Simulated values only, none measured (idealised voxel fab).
process module | voxel self aligned vias
cross-section cut | 265 nm wide | cells 5 nm
A cross-section is a grid of square cells, given in bands from the top down. A band is one or more rows of cells.
Each band's line starts with the height of the band's top and of its bottom, in nm. Then come its materials from left to right, each with its width in nm. One material with "throughout" fills the band from edge to edge. "air" is empty space.
Height 0 is the level under which the wafer as received is all one material. The lowest band goes on downwards, as in "0 down".
A width such as "30 to 40" changes by the same amount from each row of cells to the next, from the band's top row to its bottom row.
"no change" after a step means that no cell of the cross-section changed.
closed voids: empty space of 8 cells or more with no open way to the top, each as width x height at its distance from the left edge, in nm
after a step's settings: what the simulator itself notes on the step
overlay nm, on a step with a mask: how far to the right of its planned place the mask lay; to the left if negative
Each pair below shows a cross-section before one step and the cross-section after it, down to the lowest band that changed. The line under each pair gives the step between them, with its settings. The pairs can come from different runs of this module on the same starting wafer, so a pair continues from the pair above only where its "before" says so.
before
  60 to 55: TiN 55 | air 25 | TiN 105 | air 25 | TiN 55
  55 to 45: lowk 50 | TiN 5 | air 25 | TiN 5 | lowk 95 | TiN 5 | air 25 | TiN 5 | lowk 50
  45 to 40: lowk 50 | TiN 20 | air 10 | TiN 5 | lowk 95 | TiN 20 | air 10 | TiN 5 | lowk 50
  40 to 35: lowk 65 | TiN 5 | air 10 | TiN 5 | SiN 5 | lowk 40 | SiN 25 | lowk 40 | TiN 5 | air 10 | TiN 5 | SiN 5 | lowk 45
  35 to 30: lowk 65 | TiN 20 | SiN 5 | lowk 40 | SiN 25 | lowk 40 | TiN 20 | SiN 5 | lowk 45
  30 to 20: lowk 65 | TiN 5 | W 15 | TiN 5 | lowk 40 | TiN 5 | W 15 | TiN 5 | lowk 40 | TiN 5 | W 15 | TiN 5 | lowk 45
  20 to 15: lowk 65 | TiN 25 | lowk 40 | TiN 25 | lowk 40 | TiN 25 | lowk 45
  15 to 10: SiCN throughout
  10 to 0: SiO2 throughout
  0 down: Si throughout
  closed voids: none
after
  65 to 60: Cu throughout
  60 to 55: TiN 55 | Cu 25 | TiN 105 | Cu 25 | TiN 55
  55 to 45: lowk 50 | TiN 5 | Cu 25 | TiN 5 | lowk 95 | TiN 5 | Cu 25 | TiN 5 | lowk 50
  45 to 40: lowk 50 | TiN 20 | Cu 10 | TiN 5 | lowk 95 | TiN 20 | Cu 10 | TiN 5 | lowk 50
  40 to 35: lowk 65 | TiN 5 | Cu 10 | TiN 5 | SiN 5 | lowk 40 | SiN 25 | lowk 40 | TiN 5 | Cu 10 | TiN 5 | SiN 5 | lowk 45
  below 35: unchanged
  closed voids: none
the step between: op FILL_DEP | material Cu | thk nm 5
before: the cross-section after the pair above
after
  55 to 45: lowk 50 | TiN 5 | Cu 25 | TiN 5 | lowk 95 | TiN 5 | Cu 25 | TiN 5 | lowk 50
  below 45: unchanged
  closed voids: none
the step between: op CMP | height nm 55
before: the cross-section after the pair above
after
  60 to 55: SiCN throughout
  below 55: unchanged
  closed voids: none
the step between: op CONFORMAL_DEP | material SiCN | thk nm 5
before
  45 to 40: TiN 60 | air 15 | TiN 50 | air 15 | TiN 50 | air 15 | TiN 60
  40 to 20: lowk 55 | TiN 5 | air 15 | TiN 5 | lowk 40 | TiN 5 | air 15 | TiN 5 | lowk 40 | TiN 5 | air 15 | TiN 5 | lowk 55
  20 to 15: lowk 55 | TiN 25 | lowk 40 | TiN 25 | lowk 40 | TiN 25 | lowk 55
  15 to 10: SiCN throughout
  10 to 0: SiO2 throughout
  0 down: Si throughout
  closed voids: none
after
  50 to 45: SiCN throughout
  45 to 40: TiN 60 | SiCN 15 | TiN 50 | SiCN 15 | TiN 50 | SiCN 15 | TiN 60
  40 to 20: lowk 55 | TiN 5 | SiCN 15 | TiN 5 | lowk 40 | TiN 5 | SiCN 15 | TiN 5 | lowk 40 | TiN 5 | SiCN 15 | TiN 5 | lowk 55
  below 20: unchanged
  closed voids: none
the step between: op FILL_DEP | material SiCN | thk nm 5
before: the cross-section after the pair above
after
  40 to 20: lowk 55 | TiN 5 | SiCN 15 | TiN 5 | lowk 40 | TiN 5 | SiCN 15 | TiN 5 | lowk 40 | TiN 5 | SiCN 15 | TiN 5 | lowk 55
  below 20: unchanged
  closed voids: none
the step between: op CMP | height nm 40
before: the cross-section after the pair above
after
  40 to 30: lowk 55 | air 5 | SiCN 15 | air 5 | lowk 40 | air 5 | SiCN 15 | air 5 | lowk 40 | air 5 | SiCN 15 | air 5 | lowk 55
  below 30: unchanged
  closed voids: none
the step between: op SELECTIVE_ETCH | etch materials W Ru TiN | depth nm 10
before: the cross-section after the pair above
after
  50 to 40: SiN throughout
  40 to 30: lowk 55 | SiN 5 | SiCN 15 | SiN 5 | lowk 40 | SiN 5 | SiCN 15 | SiN 5 | lowk 40 | SiN 5 | SiCN 15 | SiN 5 | lowk 55
  below 30: unchanged
  closed voids: none
the step between: op FILL_DEP | material SiN | thk nm 10
before: the cross-section after the pair above
after
  40 to 30: lowk 55 | SiN 5 | SiCN 15 | SiN 5 | lowk 40 | SiN 5 | SiCN 15 | SiN 5 | lowk 40 | SiN 5 | SiCN 15 | SiN 5 | lowk 55
  below 30: unchanged
  closed voids: none
the step between: op CMP | height nm 40
before: the cross-section after the pair above
after
  55 to 40: lowk throughout
  below 40: unchanged
  closed voids: none
the step between: op DIRECTIONAL_DEP | material lowk | thk nm 15
before: the cross-section after the pair above
after
  70 to 55: aC throughout
  below 55: unchanged
  closed voids: none
the step between: op DIRECTIONAL_DEP | material aC | thk nm 15
before: the cross-section after the pair above
after
  100 to 70: resist 50 | air 35 | resist 95 | air 35 | resist 50
  below 70: unchanged
  closed voids: none
the step between: op PATTERN | tone open | mask id VIAS | material resist | width nm 35 | pitch nm 130 | thk nm 30 | overlay nm 0
before: the cross-section after the pair above
after
  85 to 70: resist 50 | air 35 | resist 95 | air 35 | resist 50
  70 to 55: aC 50 | air 35 | aC 95 | air 35 | aC 50
  below 55: unchanged
  closed voids: none
the step between: op DIRECTIONAL_ETCH | etch materials aC | depth nm 15
before: the cross-section after the pair above
after
  70 to 55: aC 50 | air 35 | aC 95 | air 35 | aC 50
  below 55: unchanged
  closed voids: none
the step between: op STRIP | etch materials resist
before: the cross-section after the pair above
after
  70 to 55: aC 50 | air 35 | aC 95 | air 35 | aC 50
  55 to 40: lowk 50 | air 35 | lowk 95 | air 35 | lowk 50
  below 40: unchanged
  closed voids: none
the step between: op DIRECTIONAL_ETCH | etch materials lowk | depth nm 15
before: the cross-section after the pair above
after
  70 to 55: aC 50 | air 35 | aC 95 | air 35 | aC 50
  55 to 40: lowk 50 | air 35 | lowk 95 | air 35 | lowk 50
  40 to 30: lowk 55 | air 5 | SiCN 15 | air 5 | lowk 40 | SiN 5 | SiCN 15 | SiN 5 | lowk 40 | air 5 | SiCN 15 | air 5 | lowk 55
  below 30: unchanged
  closed voids: none
the step between: op DIRECTIONAL_ETCH | etch materials SiN | depth nm 10
before: the cross-section after the pair above
after
  55 to 40: lowk 50 | air 35 | lowk 95 | air 35 | lowk 50
  below 40: unchanged
  closed voids: none
the step between: op STRIP | etch materials aC
before: the cross-section after the pair above
after
  60 to 55: TiN 55 | air 25 | TiN 105 | air 25 | TiN 55
  55 to 45: lowk 50 | TiN 5 | air 25 | TiN 5 | lowk 95 | TiN 5 | air 25 | TiN 5 | lowk 50
  45 to 40: lowk 50 | TiN 35 | lowk 95 | TiN 35 | lowk 50
  40 to 30: lowk 55 | TiN 5 | SiCN 15 | TiN 5 | lowk 40 | SiN 5 | SiCN 15 | SiN 5 | lowk 40 | TiN 5 | SiCN 15 | TiN 5 | lowk 55
  below 30: unchanged
  closed voids: none
the step between: op CONFORMAL_DEP | material TiN | thk nm 5
before: the cross-section after the pair above
after
  65 to 60: Cu throughout
  60 to 55: TiN 55 | Cu 25 | TiN 105 | Cu 25 | TiN 55
  55 to 45: lowk 50 | TiN 5 | Cu 25 | TiN 5 | lowk 95 | TiN 5 | Cu 25 | TiN 5 | lowk 50
  below 45: unchanged
  closed voids: none
the step between: op FILL_DEP | material Cu | thk nm 5
before: the cross-section after the pair above
after
  55 to 45: lowk 50 | TiN 5 | Cu 25 | TiN 5 | lowk 95 | TiN 5 | Cu 25 | TiN 5 | lowk 50
  below 45: unchanged
  closed voids: none
the step between: op CMP | height nm 55
before: the cross-section after the pair above
after
  60 to 55: SiCN throughout
  below 55: unchanged
  closed voids: none
the step between: op CONFORMAL_DEP | material SiCN | thk nm 5
before
  40 to 15: lowk throughout
  15 to 10: SiCN throughout
  10 to 0: SiO2 throughout
  0 down: Si throughout
  closed voids: none
after
  40 to 15: air 55 | lowk 25 | air 40 | lowk 25 | air 40 | lowk 25 | air 55
  below 15: unchanged
  closed voids: none
the step between: op MASKED_ETCH | tone cover | mask id LINES | width nm 25 | pitch nm 65 | etch materials lowk | depth nm 25 | overlay nm 0
before: the cross-section after the pair above
after
  45 to 40: air 50 | TiN 35 | air 30 | TiN 35 | air 30 | TiN 35 | air 50
  40 to 20: air 50 | TiN 5 | lowk 25 | TiN 5 | air 30 | TiN 5 | lowk 25 | TiN 5 | air 30 | TiN 5 | lowk 25 | TiN 5 | air 50
  20 to 15: TiN 55 | lowk 25 | TiN 40 | lowk 25 | TiN 40 | lowk 25 | TiN 55
  below 15: unchanged
  closed voids: none
the step between: op CONFORMAL_DEP | material TiN | thk nm 5
before: the cross-section after the pair above
after
  50 to 45: W throughout
  45 to 40: W 50 | TiN 35 | W 30 | TiN 35 | W 30 | TiN 35 | W 50
  40 to 20: W 50 | TiN 5 | lowk 25 | TiN 5 | W 30 | TiN 5 | lowk 25 | TiN 5 | W 30 | TiN 5 | lowk 25 | TiN 5 | W 50
  below 20: unchanged
  closed voids: none
the step between: op FILL_DEP | material W | thk nm 5
before: the cross-section after the pair above
after
  40 to 20: W 50 | TiN 5 | lowk 25 | TiN 5 | W 30 | TiN 5 | lowk 25 | TiN 5 | W 30 | TiN 5 | lowk 25 | TiN 5 | W 50
  below 20: unchanged
  closed voids: none
the step between: op CMP | height nm 40
before: the cross-section after the pair above
after
  40 to 30: air 55 | lowk 25 | air 40 | lowk 25 | air 40 | lowk 25 | air 55
  below 30: unchanged
  closed voids: none
the step between: op SELECTIVE_ETCH | etch materials W Ru TiN | depth nm 10
before: the cross-section after the pair above
after
  50 to 40: SiN throughout
  40 to 30: SiN 55 | lowk 25 | SiN 40 | lowk 25 | SiN 40 | lowk 25 | SiN 55
  below 30: unchanged
  closed voids: none
the step between: op FILL_DEP | material SiN | thk nm 10
before: the cross-section after the pair above
after
  40 to 30: SiN 55 | lowk 25 | SiN 40 | lowk 25 | SiN 40 | lowk 25 | SiN 55
  below 30: unchanged
  closed voids: none
the step between: op CMP | height nm 40
before: the cross-section after the pair above
after
  55 to 40: lowk throughout
  below 40: unchanged
  closed voids: none
the step between: op DIRECTIONAL_DEP | material lowk | thk nm 15
before: the cross-section after the pair above
after
  70 to 55: aC throughout
  below 55: unchanged
  closed voids: none
the step between: op DIRECTIONAL_DEP | material aC | thk nm 15
before: the cross-section after the pair above
after
  100 to 70: resist 50 | air 35 | resist 95 | air 35 | resist 50
  below 70: unchanged
  closed voids: none
the step between: op PATTERN | tone open | mask id VIAS | material resist | width nm 35 | pitch nm 130 | thk nm 30 | overlay nm 0
before: the cross-section after the pair above
after
  85 to 70: resist 50 | air 35 | resist 95 | air 35 | resist 50
  70 to 55: aC 50 | air 35 | aC 95 | air 35 | aC 50
  below 55: unchanged
  closed voids: none
the step between: op DIRECTIONAL_ETCH | etch materials aC | depth nm 15
before: the cross-section after the pair above
after
  70 to 55: aC 50 | air 35 | aC 95 | air 35 | aC 50
  below 55: unchanged
  closed voids: none
the step between: op STRIP | etch materials resist
before: the cross-section after the pair above
after
  70 to 55: aC 50 | air 35 | aC 95 | air 35 | aC 50
  55 to 40: lowk 50 | air 35 | lowk 95 | air 35 | lowk 50
  below 40: unchanged
  closed voids: none
the step between: op DIRECTIONAL_ETCH | etch materials lowk | depth nm 15
before: the cross-section after the pair above
after
  70 to 55: aC 50 | air 35 | aC 95 | air 35 | aC 50
  55 to 40: lowk 50 | air 35 | lowk 95 | air 35 | lowk 50
  40 to 30: SiN 50 | air 5 | lowk 25 | air 5 | SiN 35 | lowk 25 | SiN 35 | air 5 | lowk 25 | air 5 | SiN 50
  below 30: unchanged
  closed voids: none
the step between: op DIRECTIONAL_ETCH | etch materials SiN | depth nm 10
before: the cross-section after the pair above
after
  55 to 40: lowk 50 | air 35 | lowk 95 | air 35 | lowk 50
  below 40: unchanged
  closed voids: none
the step between: op STRIP | etch materials aC
before: the cross-section after the pair above
after
  60 to 55: TiN 55 | air 25 | TiN 105 | air 25 | TiN 55
  55 to 45: lowk 50 | TiN 5 | air 25 | TiN 5 | lowk 95 | TiN 5 | air 25 | TiN 5 | lowk 50
  45 to 40: lowk 50 | TiN 35 | lowk 95 | TiN 35 | lowk 50
  40 to 30: SiN 50 | TiN 5 | lowk 25 | TiN 5 | SiN 35 | lowk 25 | SiN 35 | TiN 5 | lowk 25 | TiN 5 | SiN 50
  below 30: unchanged
  closed voids: none
the step between: op CONFORMAL_DEP | material TiN | thk nm 5
before: the cross-section after the pair above
after
  65 to 60: Cu throughout
  60 to 55: TiN 55 | Cu 25 | TiN 105 | Cu 25 | TiN 55
  55 to 45: lowk 50 | TiN 5 | Cu 25 | TiN 5 | lowk 95 | TiN 5 | Cu 25 | TiN 5 | lowk 50
  below 45: unchanged
  closed voids: none
the step between: op FILL_DEP | material Cu | thk nm 5
before: the cross-section after the pair above
after
  55 to 45: lowk 50 | TiN 5 | Cu 25 | TiN 5 | lowk 95 | TiN 5 | Cu 25 | TiN 5 | lowk 50
  below 45: unchanged
  closed voids: none
the step between: op CMP | height nm 55
before: the cross-section after the pair above
after
  60 to 55: SiCN throughout
  below 55: unchanged
  closed voids: none
the step between: op CONFORMAL_DEP | material SiCN | thk nm 5
